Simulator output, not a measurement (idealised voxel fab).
The process module that follows is named voxel transistor to metal.
Displayed cross-section: cut, width of 185 nm, square cells sized 5 nm.
Throughout this document, each cross-section is represented as a grid of square cells and is presented as a sequence of bands enumerated from the top downward, where a band comprises one or more rows of cells.
Top height, bottom height, nm. Materials left to right, width each, nm. Single material + "throughout" = fills band edge to edge. "air" = empty.
Below 0: as-received wafer, all one material; heights counted from there. Lowest band: no bottom, goes on down, written "top 0, no bottom".
So if you see something like "30 to 40" for the width, read it as the top row of the band sitting at the first number and the bottom row at the second, with every row in between moving by the same amount as the last.
Basically "remained the same" means that step didn't change any cell in the cross-section.
Listed in "Enclosed cavity list": every empty space of 8 or more cells without an open way to the top. Form: width x height at distance, the distance being from the left edge, all in nm.
after a step's settings: what the simulator itself notes on the step
"overlay nm" on a masked step: distance the mask lay right of its planned place, negative for left.
The steps planned for the process are as follows
1,RECEIVE, material Si
2,CONFORMAL_DEP, material SiO2, thk nm 5
3,CONFORMAL_DEP, material SiN, thk nm 10
4,PATTERN, tone cover, mask id ACTIVE, material resist, width nm 115, thk nm 15, overlay nm 0
5,DIRECTIONAL_ETCH, etch materials SiN, depth nm 10
6,DIRECTIONAL_ETCH, etch materials SiO2, depth nm 5
7,DIRECTIONAL_ETCH, etch materials Si, depth nm 20
8,STRIP, etch materials resist
9,FILL_DEP, material SiO2, thk nm 15
10,CMP, height nm 15
11,SELECTIVE_ETCH, etch materials SiO2, depth nm 10
12,STRIP, etch materials SiN
13,SELECTIVE_ETCH, etch materials SiO2, depth nm 5
14,OXIDIZE, depth nm 5
15,DIRECTIONAL_DEP, material polySi, thk nm 30
16,DIRECTIONAL_DEP, material SiCN, thk nm 15
17,MASKED_ETCH, tone cover, mask id GATE, width nm 25, etch materials SiCN, depth nm 25, overlay nm 0
18,MASKED_ETCH, tone cover, mask id GATE, width nm 25, etch materials polySi, depth nm 40, overlay nm 0
19,CONFORMAL_DEP, material SiO2, thk nm 5
20,DIRECTIONAL_ETCH, etch materials SiO2, depth nm 5
21,CONFORMAL_DEP, material SiN, thk nm 10
22,DIRECTIONAL_ETCH, etch materials SiN, depth nm 10
23,DIRECTIONAL_ETCH, etch materials SiO2, depth nm 5
24,DIRECTIONAL_ETCH, etch materials Si, depth nm 15
25,EPI, material pSi, thk nm 15
26,FILL_DEP, material SiO2, thk nm 5
27,CMP, height nm 30
28,STRIP, etch materials polySi
29,SELECTIVE_ETCH, etch materials SiO2, depth nm 5
30,CONFORMAL_DEP, material HfO2, thk nm 5
31,CONFORMAL_DEP, material TiN, thk nm 5
32,FILL_DEP, material W, thk nm 5
33,CMP, height nm 25
34,DIRECTIONAL_DEP, material SiO2, thk nm 10
35,MASKED_ETCH, tone open, mask id CONTACT, width nm 15, pitch nm 80, etch materials SiO2, depth nm 40, overlay nm 0
36,CONFORMAL_DEP, material TiN, thk nm 5
37,FILL_DEP, material Ru, thk nm 10
38,CMP, height nm 35
39,CONFORMAL_DEP, material SiCN, thk nm 5
40,DIRECTIONAL_DEP, material SiO2, thk nm 15
41,PATTERN, tone open, mask id METAL_1, material resist, width nm 15, pitch nm 80, thk nm 20, overlay nm 0
42,DIRECTIONAL_ETCH, etch materials SiO2, depth nm 15
43,DIRECTIONAL_ETCH, etch materials SiCN, depth nm 5
44,STRIP, etch materials resist
45,CONFORMAL_DEP, material TiN, thk nm 5
46,FILL_DEP, material Cu, thk nm 5
47,CMP, height nm 55
48,CONFORMAL_DEP, material SiN, thk nm 5
Cross-section of the wafer upon arrival, representing the state reached after step 1
	top 0, no bottom | Si throughout
	Enclosed cavity list: none
Cross-sectional view of the first of the two wafers upon completion of the module, processed in accordance with the plan
	top 60, bottom 55 | SiN throughout
	top 55, bottom 40 | SiO2 45 / TiN 5 / Cu 5 / TiN 5 / SiO2 65 / TiN 5 / Cu 5 / TiN 5 / SiO2 45
	top 40, bottom 35 | SiCN 45 / TiN 15 / SiCN 65 / TiN 15 / SiCN 45
	top 35, bottom 25 | SiO2 45 / TiN 5 / Ru 5 / TiN 5 / SiO2 65 / TiN 5 / Ru 5 / TiN 5 / SiO2 45
	top 25, bottom 15 | SiO2 45 / TiN 5 / Ru 5 / TiN 5 / SiO2 5 / SiN 10 / HfO2 5 / TiN 5 / W 15 / TiN 5 / HfO2 5 / SiN 10 / SiO2 5 / TiN 5 / Ru 5 / TiN 5 / SiO2 45
	top 15, bottom 10 | SiO2 45 / TiN 15 / SiO2 5 / SiN 10 / HfO2 5 / TiN 5 / W 15 / TiN 5 / HfO2 5 / SiN 10 / SiO2 5 / TiN 15 / SiO2 45
	top 10, bottom 5 | SiO2 45 / TiN 5 / pSi 15 / SiN 10 / HfO2 5 / TiN 5 / W 15 / TiN 5 / HfO2 5 / SiN 10 / pSi 15 / TiN 5 / SiO2 45
	top 5, bottom 0 | SiO2 45 / TiN 5 / pSi 15 / SiN 10 / HfO2 5 / TiN 25 / HfO2 5 / SiN 10 / pSi 15 / TiN 5 / SiO2 45
	top 0, bottom -5 | SiO2 45 / TiN 5 / pSi 15 / SiO2 10 / HfO2 35 / SiO2 10 / pSi 15 / TiN 5 / SiO2 45
	top -5, bottom -20 | SiO2 35 / pSi 30 / Si 55 / pSi 30 / SiO2 35
	top -20, no bottom | Si throughout
	Enclosed cavity list: none
Cross-sectional image of the second wafer of the two following completion of the module. Starting state and process plan were the same as for the first wafer; one execution error occurred
	top 60, bottom 55 | SiN throughout
	top 55, bottom 40 | SiO2 45 / TiN 5 / Cu 5 / TiN 5 / SiO2 65 / TiN 5 / Cu 5 / TiN 5 / SiO2 45
	top 40, bottom 35 | SiCN 45 / TiN 15 / SiCN 65 / TiN 15 / SiCN 45
	top 35, bottom 25 | SiO2 45 / TiN 5 / Ru 5 / TiN 5 / SiO2 65 / TiN 5 / Ru 5 / TiN 5 / SiO2 45
	top 25, bottom 5 | SiO2 45 / TiN 5 / Ru 5 / TiN 5 / SiO2 5 / SiN 10 / HfO2 5 / TiN 5 / W 15 / TiN 5 / HfO2 5 / SiN 10 / SiO2 5 / TiN 5 / Ru 5 / TiN 5 / SiO2 45
	top 5, bottom 0 | SiO2 45 / TiN 5 / Ru 5 / TiN 5 / SiO2 5 / SiN 10 / HfO2 5 / TiN 25 / HfO2 5 / SiN 10 / SiO2 5 / TiN 5 / Ru 5 / TiN 5 / SiO2 45
	top 0, bottom -5 | SiO2 45 / TiN 15 / SiO2 15 / HfO2 35 / SiO2 15 / TiN 15 / SiO2 45
	top -5, bottom -20 | pSi 35 / SiO2 115 / pSi 35
	top -20, no bottom | Si throughout
	Enclosed cavity list: none
The plan and the run diverged here: step 4 ran as: PATTERN, tone open, mask id ACTIVE, material resist, width nm 115, thk nm 15, overlay nm 0
Final difference in cells, second wafer against first, listed per material as more or fewer: 6 more of Ru, 33 fewer of Si, 33 more of SiO2, 6 more of TiN, 12 fewer of pSi
